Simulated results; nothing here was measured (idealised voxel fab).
voxel trench capacitor: a process module
Displayed cross-section: cut, width of 260 nm, square cells sized 5 nm.
Cross-sections here: square-cell grids, written as top-down lists of bands, a band being one or more rows of cells.
Read a band's entry like this: the first values are the height of its top and the height of its bottom in nm, and what follows is the sequence of materials from left to right, each with its width in nm. Note that "air" is empty space, and that a single material marked "everywhere" reaches across the band from edge to edge.
Convention: height 0 is the level below which the wafer, as received, is all one material. The lowest band does not terminate at the bottom but continues downward, represented as "0..down".
The two numbers in a width such as "30->40" mark its ends across the band: the first belongs to the top row of cells, the second to the bottom row, and from each row to the next the width moves by the same amount.
No cell of the cross-section changed in a step that is given as "remained the same".
"Fully enclosed voids" - sealed voids, min. 8 cells, no opening to top; format: width x height at distance (distance from left edge; nm throughout).
after a step's settings: what the simulator itself notes on the step
The line of a step may include "overlay nm". On a step with a mask, this value is how far to the right of its planned place the mask lay. A negative value means the mask lay to the left.

Intended process steps
| 1 | RECEIVE (material Si) |
| 2 | CONFORMAL_DEP (material SiN; thk nm 5) |
| 3 | MASKED_ETCH (tone open; mask id TRENCH; width nm 15; pitch nm 40; etch materials SiN; depth nm 5; overlay nm 0) |
| 4 | MASKED_ETCH (tone open; mask id TRENCH; width nm 15; pitch nm 40; etch materials Si; depth nm 40; overlay nm 0) |
| 5 | CONFORMAL_DEP (material Al2O3; thk nm 5) |
| 6 | FILL_DEP (material polySi; thk nm 5) |
| 7 | CMP (height nm 5) |

Cross-section of the wafer at receipt, which is the condition after step 1
- 0..down  Si everywhere
- Fully enclosed voids: none

Cross-sectional image of the first of two wafers at the end of the module, the run having proceeded as planned
- 5..0  SiN: 100 | Al2O3: 5 | polySi: 5 | Al2O3: 5 | SiN: 25 | Al2O3: 5 | polySi: 5 | Al2O3: 5 | SiN: 105
- 0..-35  Si: 100 | Al2O3: 5 | polySi: 5 | Al2O3: 5 | Si: 25 | Al2O3: 5 | polySi: 5 | Al2O3: 5 | Si: 105
- -35..-40  Si: 100 | Al2O3: 15 | Si: 25 | Al2O3: 15 | Si: 105
- -40..down  Si everywhere
- Fully enclosed voids: none

Here's the second of our two wafers sectioned at module end. Same start as the first, same plan, but one mistake got made running it
- 5..0  Al2O3: 105 | polySi: 5 | Al2O3: 35 | polySi: 5 | Al2O3: 110
- 0..-35  Si: 100 | Al2O3: 5 | polySi: 5 | Al2O3: 5 | Si: 25 | Al2O3: 5 | polySi: 5 | Al2O3: 5 | Si: 105
- -35..-40  Si: 100 | Al2O3: 15 | Si: 25 | Al2O3: 15 | Si: 105
- -40..down  Si everywhere
- Fully enclosed voids: none
Finding, execution versus plan: heads up, step 2 of the plan was skipped and never actually ran
FYI, end of process, the second wafer has more or fewer cells of some materials than the first: 46 more of Al2O3, 46 fewer of SiN
